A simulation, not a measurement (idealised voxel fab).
A process module follows: voxel released beams.
The width of the displayed cross-section, cut, is 160 nm; its cells are square, with a size of 5 nm.
Throughout this document, each cross-section is represented as a grid of square cells and is presented as a sequence of bands enumerated from the top downward, where a band comprises one or more rows of cells.
Basically the band line says how high the top is and how high the bottom is, in nm, and then what's in it from left to right, every material with its width in nm. Empty space shows up as "blank", and if a single material carries "throughout" it runs the full band edge to edge.
Heights from 0 (as-received wafer is one material below). Bottom band endless downward, as "from 0 down".
Width: "30->40" (first number = top row, second number = bottom row, same change from row to row of cells).
"no modifications" for a step: no cell of the cross-section changed in that step.
So "Closed void roster" is basically the list of trapped voids: any empty space of 8 cells or more that can't reach the top through an opening. They're written width x height at distance, the distance being from the left edge, and it's all nm.
Heads up: the bit after the settings on a step's line is the simulator's remark on that step.
The "overlay nm" setting may appear on a step's line; for a step that uses a mask, it gives how far to the right of its planned position the mask lay, and a negative value indicates the left.
Here's what the planned process steps look like:
step 1: RECEIVE,material Si
step 2: CONFORMAL_DEP,material SiN,thk nm 5
step 3: DIRECTIONAL_DEP,material SiO2,thk nm 20
step 4: MASKED_ETCH,tone open,mask id ANCHOR,width nm 45,etch materials SiO2,depth nm 20,overlay nm 0
step 5: CONFORMAL_DEP,material polySi,thk nm 15
step 6: MASKED_ETCH,tone cover,mask id BEAM,width nm 115,etch materials polySi,depth nm 15,overlay nm 0
step 7: STRIP,etch materials SiO2
Cross-section of the incoming wafer, state after step 1:
- from 0 down | Si throughout
- Closed void roster: none
End state of the module in cross-section, given the above starting point and plan and one mistake in execution:
- from 40 to 25 | blank (15) | polySi (25) | blank (15) | polySi (75) | blank (30)
- from 25 to 20 | blank (25) | polySi (15) | blank (15) | polySi (15) | blank (90)
- from 20 to 5 | blank (25) | polySi (45) | blank (90)
- from 5 to 0 | SiN throughout
- from 0 down | Si throughout
- Closed void roster: none
Deviation noted in wafer processing: so step 6 ended up running with a different setting than we planned, it ran as MASKED_ETCH,tone cover,mask id BEAM,width nm 115,etch materials polySi,depth nm 15,overlay nm -5
